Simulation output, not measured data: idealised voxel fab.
Module name: voxel spacer lines (process module)
The width of the displayed cross-section, cut, is 295 nm; its cells are square, with a size of 5 nm.
When this document writes out a cross-section, it uses a grid of square cells and lists it as bands, beginning at the top and moving down, with a band standing for one or more rows of cells. Quick guide to a band line: top height, bottom height (nm) up front; then every material left to right with its width in nm. Only one material and it's marked "all across"? Then it fills the band edge to edge. And "blank" just means empty space. Heights are expressed relative to 0, this being the level below which the as-received wafer comprises one material exclusively. The lowest band is unbounded in the downward direction and is denoted as in "from 0 down". Read "30->40" as a graded width: first number on top, second number at the bottom, same change between each pair of neighbouring rows. Key: "nothing was modified" - step with no changed cell in the cross-section. "Completely enclosed voids": sealed empty spaces, 8 cells or more, no open way to top, listed width x height at distance, with distance from the left edge and width, height and distance in nm. It should be noted that, on the line of a given step, the content following the step's settings is a remark produced by the simulator itself with respect to that step. When a step includes a mask, the "overlay nm" setting on its line states how far to the right of its planned place that mask lay, and negative values state how far to the left.
[List of planned process steps]
step 1: op RECEIVE | material Si
step 2: op CONFORMAL_DEP | material SiO2 | thk nm 5
step 3: op DIRECTIONAL_DEP | material W | thk nm 15
step 4: op DIRECTIONAL_DEP | material polySi | thk nm 20
step 5: op PATTERN | tone cover | mask id MANDREL | material resist | width nm 15 | pitch nm 60 | thk nm 25 | overlay nm 0
step 6: op DIRECTIONAL_ETCH | etch materials polySi | depth nm 20
step 7: op STRIP | etch materials resist
step 8: op CONFORMAL_DEP | material SiN | thk nm 15
step 9: op DIRECTIONAL_ETCH | etch materials SiN | depth nm 5
step 10: op STRIP | etch materials polySi
step 11: op DIRECTIONAL_ETCH | etch materials W | depth nm 15
step 12: op STRIP | etch materials SiN
Wafer-to-wafer difference: depth nm, step 9. Common start. Plan = first wafer's value.
[Received condition of the first of several wafers, sectioned: post-step 1]
	from 0 down  Si all across
	Completely enclosed voids: none
[The cross-section of the first of several wafers is given below for the end of the module, after its final step, step 12]
	from 40 to 20  blank 80; polySi 15; blank 45; polySi 15; blank 45; polySi 15; blank 80
	from 20 to 5  W all across
	from 5 to 0  SiO2 all across
	from 0 down  Si all across
	Completely enclosed voids: none
[Module end, final wafer: cross-section]
	from 20 to 5  blank 65; W 15; blank 15; W 15; blank 15; W 15; blank 15; W 15; blank 15; W 15; blank 15; W 15; blank 65
	from 5 to 0  SiO2 all across
	from 0 down  Si all across
	Completely enclosed voids: none
[Every row in this table is a wafer at the end of the module, and it gives, for each of the materials, the cells that wafer has gained (+) or lost (-) since it was received, then its closed voids]
depth nm 5, +59 SiO2, +177 W, +36 polySi, Completely enclosed voids: none
depth nm 10, +59 SiO2, +177 W, +36 polySi, Completely enclosed voids: none
depth nm 15, +59 SiO2, +54 W, Completely enclosed voids: none
depth nm 20, +59 SiO2, +54 W, Completely enclosed voids: none
depth nm 25, +59 SiO2, +54 W, Completely enclosed voids: none
depth nm 30, +59 SiO2, +54 W, Completely enclosed voids: none
